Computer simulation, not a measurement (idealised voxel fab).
process module | voxel trench capacitor
cross-section cut | 210 nm wide | cells 5 nm
A cross-section is a grid of square cells, given in bands from the top down. A band is one or more rows of cells.
Each band's line starts with the height of the band's top and of its bottom, in nm. Then come its materials from left to right, each with its width in nm. One material with "throughout" fills the band from edge to edge. "air" is empty space.
Height 0 is the level under which the wafer as received is all one material. The lowest band goes on downwards, as in "0 down".
A width such as "30 to 40" changes by the same amount from each row of cells to the next, from the band's top row to its bottom row.
"no change" after a step means that no cell of the cross-section changed.
closed voids: empty space of 8 cells or more with no open way to the top, each as width x height at its distance from the left edge, in nm
after a step's settings: what the simulator itself notes on the step
overlay nm, on a step with a mask: how far to the right of its planned place the mask lay; to the left if negative
plan
1 op RECEIVE | material Si
2 op CONFORMAL_DEP | material SiN | thk nm 10
3 op DIRECTIONAL_DEP | material aC | thk nm 10
4 op PATTERN | tone open | mask id TRENCH | material resist | width nm 15 | pitch nm 30 | thk nm 30 | overlay nm 0
5 op DIRECTIONAL_ETCH | etch materials aC | depth nm 10
6 op STRIP | etch materials resist
7 op DIRECTIONAL_ETCH | etch materials SiN | depth nm 10
8 op DIRECTIONAL_ETCH | etch materials Si | depth nm 30
9 op STRIP | etch materials aC
10 op CONFORMAL_DEP | material SiO2 | thk nm 5
11 op FILL_DEP | material polySi | thk nm 10
12 op CMP | height nm 10
as received, after step 1
  0 down: Si throughout
  closed voids: none
a wafer at the end: this start, this plan, one mistake
  10 to 0: SiN 65 | SiO2 5 | polySi 5 | SiO2 5 | SiN 15 | SiO2 5 | polySi 5 | SiO2 5 | SiN 15 | SiO2 5 | polySi 5 | SiO2 5 | SiN 70
  0 to -55: Si 65 | SiO2 5 | polySi 5 | SiO2 5 | Si 15 | SiO2 5 | polySi 5 | SiO2 5 | Si 15 | SiO2 5 | polySi 5 | SiO2 5 | Si 70
  -55 to -60: Si 65 | SiO2 15 | Si 15 | SiO2 15 | Si 15 | SiO2 15 | Si 70
  -60 down: Si throughout
  closed voids: none
what went wrong: step 8 was run twice
